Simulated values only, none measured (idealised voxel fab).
voxel tone inversion: a process module
This is section cut - it's 300 nm across, gridded in 5 nm square cells.
If you're reading a cross-section in this doc, picture square cells in a grid; it comes to you as bands, top ones listed first down to the bottom, and a band can be one or more rows of cells.
It is stipulated that each band's entry specify, in nanometres, the height of the top of the band and then that of its bottom, followed by the materials of the band in left-to-right sequence, each together with its width in nanometres. A single material marked by the word "everywhere" is understood to fill the band from edge to edge; the word "blank" is understood to denote empty space.
Where do heights start? At 0: under that level the wafer as delivered is made of one material only. And the lowest band has no floor; it just carries on downward, as in "0..down".
Quick explanation for "30 to 40": the width changes in equal steps down the rows of cells, from the first number in the band's top row to the second number in its bottom row.
A step reported as "no modifications" is a step in which no cell of the cross-section changed.
"Unvented internal voids" means: voids of 8 cells or more that are shut off from the top with no open way through. Written width x height at distance, distance from the left edge, in nm.
Note: text after step settings on the step line = simulator remark on that step.
"overlay nm" answers the question of how far to the right of plan the mask lay on a step that has a mask, and when it is negative the answer is to the left.
[Intended process steps]
1: RECEIVE,material Si
2: CONFORMAL_DEP,material SiCN,thk nm 10
3: DIRECTIONAL_DEP,material polySi,thk nm 20
4: PATTERN,tone cover,mask id POSTS,material resist,width nm 25,pitch nm 55,thk nm 30,overlay nm 0
5: DIRECTIONAL_ETCH,etch materials polySi,depth nm 20
6: STRIP,etch materials resist
7: FILL_DEP,material SiO2,thk nm 10
8: CMP,height nm 30
9: STRIP,etch materials polySi
10: CONFORMAL_DEP,material TiN,thk nm 5
11: FILL_DEP,material Cu,thk nm 10
12: CMP,height nm 30
13: CONFORMAL_DEP,material SiN,thk nm 5
[Cross-section of the wafer at receipt, which is the condition after step 1]
> 0..down = Si everywhere
> Unvented internal voids: none
[Here's the cross-section of the first of our two wafers at the end of the module - it ran as planned]
> 35..30 = SiN everywhere
> 30..15 = SiO2 (55); TiN (5); Cu (15); TiN (5); SiO2 (30); TiN (5); Cu (15); TiN (5); SiO2 (30); TiN (5); Cu (15); TiN (5); SiO2 (30); TiN (5); Cu (15); TiN (5); SiO2 (55)
> 15..10 = SiO2 (55); TiN (25); SiO2 (30); TiN (25); SiO2 (30); TiN (25); SiO2 (30); TiN (25); SiO2 (55)
> 10..0 = SiCN everywhere
> 0..down = Si everywhere
> Unvented internal voids: none
[Same start, same plan as the first wafer - but one mistake in the run. Cross-section of the second of the two at the end of the module]
> 45..40 = SiN everywhere
> 40..35 = Cu everywhere
> 35..30 = TiN (60); Cu (15); TiN (40); Cu (15); TiN (40); Cu (15); TiN (40); Cu (15); TiN (60)
> 30..15 = SiO2 (55); TiN (5); Cu (15); TiN (5); SiO2 (30); TiN (5); Cu (15); TiN (5); SiO2 (30); TiN (5); Cu (15); TiN (5); SiO2 (30); TiN (5); Cu (15); TiN (5); SiO2 (55)
> 15..10 = SiO2 (55); TiN (25); SiO2 (30); TiN (25); SiO2 (30); TiN (25); SiO2 (30); TiN (25); SiO2 (55)
> 10..0 = SiCN everywhere
> 0..down = Si everywhere
> Unvented internal voids: none
Processing error: planned and actual differ for step 12; actual: CMP,height nm 40
Final comparison by cell count, materials where the second wafer has more or fewer than the first: Cu +72, TiN +48
